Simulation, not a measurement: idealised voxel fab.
Title: Process Module voxel transistor to metal
For reference, the cross-section in this document is cut, with width 195 nm and square cells of 5 nm.
A cross-section is written here as square cells arranged in a grid, and it is given in bands from the top down, each band taking up one or more rows of cells.
What a band's entry tells you: where the top is and where the bottom is, as heights in nm, and after that what lies inside, material by material from left to right, each with its width in nm. Empty space is written as the word "blank", and a single material marked with the word "edge to edge" occupies the band from edge to edge.
Height datum 0, below which the as-received substrate wafer is one material. Lowest band open at the bottom, running downward: "0 and below".
So if you see something like "30 to 40" for the width, read it as the top row of the band sitting at the first number and the bottom row at the second, with every row in between moving by the same amount as the last.
The cross-section has no changed cell in any step marked "no modification".
Entry "Unvented internal voids" = empty spaces >= 8 cells with no open way to the top; each as width x height at distance, distance from left edge, all nm.
Note: text after step settings on the step line = simulator remark on that step.
overlay nm: right-of-plan distance of the mask on a masked step; negative values mean left-of-plan.

The following list gives the planned process steps:
| 1 | RECEIVE | material Si |
| 2 | CONFORMAL_DEP | material SiO2 | thk nm 5 |
| 3 | CONFORMAL_DEP | material SiN | thk nm 15 |
| 4 | PATTERN | tone cover | mask id ACTIVE | material resist | width nm 115 | thk nm 15 | overlay nm 0 |
| 5 | DIRECTIONAL_ETCH | etch materials SiN | depth nm 15 |
| 6 | DIRECTIONAL_ETCH | etch materials SiO2 | depth nm 5 |
| 7 | DIRECTIONAL_ETCH | etch materials Si | depth nm 35 |
| 8 | STRIP | etch materials resist |
| 9 | OXIDIZE | depth nm 5 |
| 10 | FILL_DEP | material SiO2 | thk nm 5 |
| 11 | CMP | height nm 20 |
| 12 | SELECTIVE_ETCH | etch materials SiO2 | depth nm 10 |
| 13 | STRIP | etch materials SiN |
| 14 | SELECTIVE_ETCH | etch materials SiO2 | depth nm 5 |
| 15 | OXIDIZE | depth nm 5 |
| 16 | DIRECTIONAL_DEP | material polySi | thk nm 30 |
| 17 | DIRECTIONAL_DEP | material SiCN | thk nm 15 |
| 18 | PATTERN | tone cover | mask id GATE | material resist | width nm 35 | thk nm 15 | overlay nm 0 |
| 19 | DIRECTIONAL_ETCH | etch materials SiCN | depth nm 25 |
| 20 | DIRECTIONAL_ETCH | etch materials polySi | depth nm 40 |
| 21 | STRIP | etch materials resist |
| 22 | CONFORMAL_DEP | material SiN | thk nm 5 |
| 23 | DIRECTIONAL_ETCH | etch materials SiN | depth nm 5 |
| 24 | DIRECTIONAL_ETCH | etch materials SiO2 | depth nm 5 |
| 25 | DIRECTIONAL_ETCH | etch materials Si | depth nm 15 |
| 26 | EPI | material nSi | thk nm 20 |
| 27 | FILL_DEP | material SiO2 | thk nm 5 |
| 28 | CMP | height nm 30 |
| 29 | STRIP | etch materials polySi |
| 30 | SELECTIVE_ETCH | etch materials SiO2 | depth nm 5 |
| 31 | CONFORMAL_DEP | material HfO2 | thk nm 5 |
| 32 | CONFORMAL_DEP | material TiN | thk nm 5 |
| 33 | FILL_DEP | material W | thk nm 10 |
| 34 | CMP | height nm 25 |
| 35 | DIRECTIONAL_DEP | material SiO2 | thk nm 15 |
| 36 | DIRECTIONAL_DEP | material aC | thk nm 15 |
| 37 | PATTERN | tone open | mask id CONTACT | material resist | width nm 15 | pitch nm 90 | thk nm 35 | overlay nm 0 |
| 38 | DIRECTIONAL_ETCH | etch materials aC | depth nm 15 |
| 39 | STRIP | etch materials resist |
| 40 | DIRECTIONAL_ETCH | etch materials SiO2 | depth nm 40 |
| 41 | STRIP | etch materials aC |
| 42 | CONFORMAL_DEP | material TiN | thk nm 5 |
| 43 | FILL_DEP | material W | thk nm 5 |
| 44 | CMP | height nm 40 |
| 45 | CONFORMAL_DEP | material SiCN | thk nm 5 |
| 46 | DIRECTIONAL_DEP | material SiO2 | thk nm 20 |
| 47 | PATTERN | tone open | mask id METAL_1 | material resist | width nm 15 | pitch nm 90 | thk nm 20 | overlay nm 0 |
| 48 | DIRECTIONAL_ETCH | etch materials SiO2 | depth nm 20 |
| 49 | DIRECTIONAL_ETCH | etch materials SiCN | depth nm 5 |
| 50 | STRIP | etch materials resist |
| 51 | CONFORMAL_DEP | material TiN | thk nm 5 |
| 52 | FILL_DEP | material Cu | thk nm 10 |
| 53 | CMP | height nm 65 |
| 54 | EPI | material Ru | thk nm 5 |
| 55 | FILL_DEP | material SiCN | thk nm 5 |
| 56 | DIRECTIONAL_DEP | material SiO2 | thk nm 25 |
| 57 | PATTERN | tone open | mask id METAL_2 | material resist | width nm 15 | pitch nm 90 | thk nm 20 | overlay nm 0 |
| 58 | DIRECTIONAL_ETCH | etch materials SiO2 | depth nm 15 |
| 59 | STRIP | etch materials resist |
| 60 | MASKED_ETCH | tone open | mask id METAL_2_HOLES | width nm 15 | pitch nm 90 | etch materials SiO2 | depth nm 10 | overlay nm 0 |
| 61 | MASKED_ETCH | tone open | mask id METAL_2_HOLES | width nm 15 | pitch nm 90 | etch materials SiCN | depth nm 5 | overlay nm 0 |
| 62 | CONFORMAL_DEP | material TiN | thk nm 5 |
| 63 | FILL_DEP | material Cu | thk nm 10 |
| 64 | CMP | height nm 100 |
| 65 | CONFORMAL_DEP | material SiN | thk nm 5 |

Cross-section of the incoming wafer, state after step 1:
	0 and below  Si edge to edge
	Unvented internal voids: none

First of two wafers: cross-section at end of module, run per plan:
	105 down to 100  SiN edge to edge
	100 down to 75  SiO2: 45  TiN: 5  Cu: 5  TiN: 5  SiO2: 75  TiN: 5  Cu: 5  TiN: 5  SiO2: 45
	75 down to 70  SiCN: 45  TiN: 15  SiCN: 75  TiN: 15  SiCN: 45
	70 down to 65  SiCN: 40  Ru: 25  SiCN: 65  Ru: 25  SiCN: 40
	65 down to 45  SiO2: 45  TiN: 5  Cu: 5  TiN: 5  SiO2: 75  TiN: 5  Cu: 5  TiN: 5  SiO2: 45
	45 down to 40  SiCN: 45  TiN: 15  SiCN: 75  TiN: 15  SiCN: 45
	40 down to 25  SiO2: 45  TiN: 5  W: 5  TiN: 5  SiO2: 75  TiN: 5  W: 5  TiN: 5  SiO2: 45
	25 down to 20  SiO2: 45  TiN: 5  W: 5  TiN: 5  SiO2: 15  SiN: 5  HfO2: 5  TiN: 5  W: 15  TiN: 5  HfO2: 5  SiN: 5  SiO2: 15  TiN: 5  W: 5  TiN: 5  SiO2: 45
	20 down to 15  SiO2: 45  TiN: 15  SiO2: 15  SiN: 5  HfO2: 5  TiN: 5  W: 15  TiN: 5  HfO2: 5  SiN: 5  SiO2: 15  TiN: 15  SiO2: 45
	15 down to 5  SiO2: 45  TiN: 10  nSi: 20  SiN: 5  HfO2: 5  TiN: 5  W: 15  TiN: 5  HfO2: 5  SiN: 5  nSi: 20  TiN: 10  SiO2: 45
	5 down to 0  SiO2: 35  SiN: 5  SiO2: 5  TiN: 10  nSi: 20  SiN: 5  HfO2: 5  TiN: 25  HfO2: 5  SiN: 5  nSi: 20  TiN: 10  SiO2: 5  SiN: 5  SiO2: 35
	0 down to -5  SiO2: 40  nSi: 35  HfO2: 45  nSi: 35  SiO2: 40
	-5 down to -20  SiO2: 45  nSi: 30  Si: 45  nSi: 30  SiO2: 45
	-20 down to -40  SiO2: 45  Si: 105  SiO2: 45
	-40 and below  Si edge to edge
	Unvented internal voids: none

Cross-section at end of module for the second wafer of two, which matched the first in starting point and plan and differed by one mistake in its processing:
	105 down to 100  SiN edge to edge
	100 down to 75  SiO2: 45  TiN: 5  Cu: 5  TiN: 5  SiO2: 75  TiN: 5  Cu: 5  TiN: 5  SiO2: 45
	75 down to 70  SiCN: 45  TiN: 15  SiCN: 75  TiN: 15  SiCN: 45
	70 down to 65  SiCN: 40  Ru: 25  SiCN: 65  Ru: 25  SiCN: 40
	65 down to 45  SiO2: 45  TiN: 5  Cu: 5  TiN: 5  SiO2: 75  TiN: 5  Cu: 5  TiN: 5  SiO2: 45
	45 down to 40  SiCN: 45  TiN: 15  SiCN: 75  TiN: 15  SiCN: 45
	40 down to 25  SiO2: 45  TiN: 5  W: 5  TiN: 5  SiO2: 75  TiN: 5  W: 5  TiN: 5  SiO2: 45
	25 down to 20  SiO2: 45  TiN: 5  W: 5  TiN: 5  SiO2: 15  SiN: 5  HfO2: 15  TiN: 5  HfO2: 15  SiN: 5  SiO2: 15  TiN: 5  W: 5  TiN: 5  SiO2: 45
	20 down to 15  SiO2: 45  TiN: 15  SiO2: 15  SiN: 5  HfO2: 15  TiN: 5  HfO2: 15  SiN: 5  SiO2: 15  TiN: 15  SiO2: 45
	15 down to 10  SiO2: 45  TiN: 10  nSi: 20  SiN: 5  HfO2: 15  TiN: 5  HfO2: 15  SiN: 5  nSi: 20  TiN: 10  SiO2: 45
	10 down to 5  SiO2: 45  TiN: 10  nSi: 20  SiN: 5  HfO2: 35  SiN: 5  nSi: 20  TiN: 10  SiO2: 45
	5 down to 0  SiO2: 35  SiN: 5  SiO2: 5  TiN: 10  nSi: 20  SiN: 5  HfO2: 35  SiN: 5  nSi: 20  TiN: 10  SiO2: 5  SiN: 5  SiO2: 35
	0 down to -5  SiO2: 40  nSi: 35  HfO2: 45  nSi: 35  SiO2: 40
	-5 down to -20  SiO2: 45  nSi: 30  Si: 45  nSi: 30  SiO2: 45
	-20 down to -40  SiO2: 45  Si: 105  SiO2: 45
	-40 and below  Si edge to edge
	Unvented internal voids: none
Against the plan, the run slipped here: in deviation from the planned setting, step 31 was conducted as CONFORMAL_DEP | material HfO2 | thk nm 15
Count the cells at the end and the second wafer has more or fewer of some materials than the first: HfO2: 22 more, TiN: 10 fewer, W: 12 fewer
